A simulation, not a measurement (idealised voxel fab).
Documented hereafter: the process module known as voxel air gaps.
Displayed cross-section: cut, width of 240 nm, square cells sized 5 nm.
Cross-sections here: square-cell grids, written as top-down lists of bands, a band being one or more rows of cells. Each band's line starts with the height of the band's top and of its bottom, in nm. Then come its materials from left to right, each with its width in nm. One material with "full width" fills the band from edge to edge. "blank" is empty space. Heads up on the height convention: 0 is the point under which the incoming wafer is all one material, and the lowest band has no bottom, it just keeps going down, like "from 0 down". It should be noted that a width expressed as "30->40" varies in equal increments from row to row of cells within the band, taking the value of the first number at the top row and that of the second number at the bottom row. Reading "everything unchanged" for a step: not a cell of the cross-section changed in it. For the entry "Sealed internal cavities", the listed items are empty spaces with no open way to the top whose size is 8 cells or more; each item follows the pattern width x height at distance, where distance is from the left edge and all three are in nm. Post-settings text on a step line: simulator's own remark regarding the step. "overlay nm" denotes, for a step that has a mask, the displacement of the mask to the right of its planned place, with negative values corresponding to the left.

Intended process steps
- 1: op RECEIVE | material Si
- 2: op CONFORMAL_DEP | material SiO2 | thk nm 15
- 3: op CONFORMAL_DEP | material SiN | thk nm 5
- 4: op DIRECTIONAL_DEP | material SiO2 | thk nm 35
- 5: op DIRECTIONAL_DEP | material aC | thk nm 15
- 6: op PATTERN | tone open | mask id LINES | material resist | width nm 20 | pitch nm 45 | thk nm 35 | overlay nm 0
- 7: op DIRECTIONAL_ETCH | etch materials aC | depth nm 15
- 8: op STRIP | etch materials resist
- 9: op DIRECTIONAL_ETCH | etch materials SiO2 | depth nm 35
- 10: op STRIP | etch materials aC
- 11: op CONFORMAL_DEP | material TiN | thk nm 5
- 12: op FILL_DEP | material Cu | thk nm 5
- 13: op CMP | height nm 55
- 14: op EPI | material Ru | thk nm 10
- 15: op SELECTIVE_ETCH | etch materials SiO2 | depth nm 45
- 16: op CONFORMAL_DEP | material SiCN | thk nm 5

As-received state of the wafer in cross-section, equivalent to post-step 1
	from 0 down | Si full width
	Sealed internal cavities: none

The following cross-section depicts the wafer upon conclusion of the module. Processing commenced from the starting condition illustrated above and adhered to the plan illustrated above, save for one mistake in execution
	from 70 to 65 | blank (25) | SiO2 (185) | blank (30)
	from 65 to 55 | blank (25) | SiO2 (5) | Ru (40) | SiO2 (5) | Ru (40) | SiO2 (5) | Ru (40) | SiO2 (5) | Ru (40) | SiO2 (5) | blank (30)
	from 55 to 50 | blank (25) | SiO2 (15) | TiN (5) | Cu (10) | TiN (5) | SiO2 (25) | TiN (5) | Cu (10) | TiN (5) | SiO2 (25) | TiN (5) | Cu (10) | TiN (5) | SiO2 (25) | TiN (5) | Cu (10) | TiN (5) | SiO2 (15) | blank (30)
	from 50 to 25 | blank (35) | SiO2 (5) | TiN (5) | Cu (10) | TiN (5) | SiO2 (5) | blank (15) | SiO2 (5) | TiN (5) | Cu (10) | TiN (5) | SiO2 (5) | blank (15) | SiO2 (5) | TiN (5) | Cu (10) | TiN (5) | SiO2 (5) | blank (15) | SiO2 (5) | TiN (5) | Cu (10) | TiN (5) | SiO2 (5) | blank (40)
	from 25 to 20 | SiO2 (40) | TiN (20) | SiO2 (25) | TiN (20) | SiO2 (25) | TiN (20) | SiO2 (25) | TiN (20) | SiO2 (45)
	from 20 to 15 | SiN full width
	from 15 to 0 | SiO2 full width
	from 0 down | Si full width
	Sealed internal cavities: 15 x 25 at 65; 15 x 25 at 110; 15 x 25 at 155
Error vs. plan: step 16, actual vs plan mismatch, actual run op CONFORMAL_DEP | material SiO2 | thk nm 5
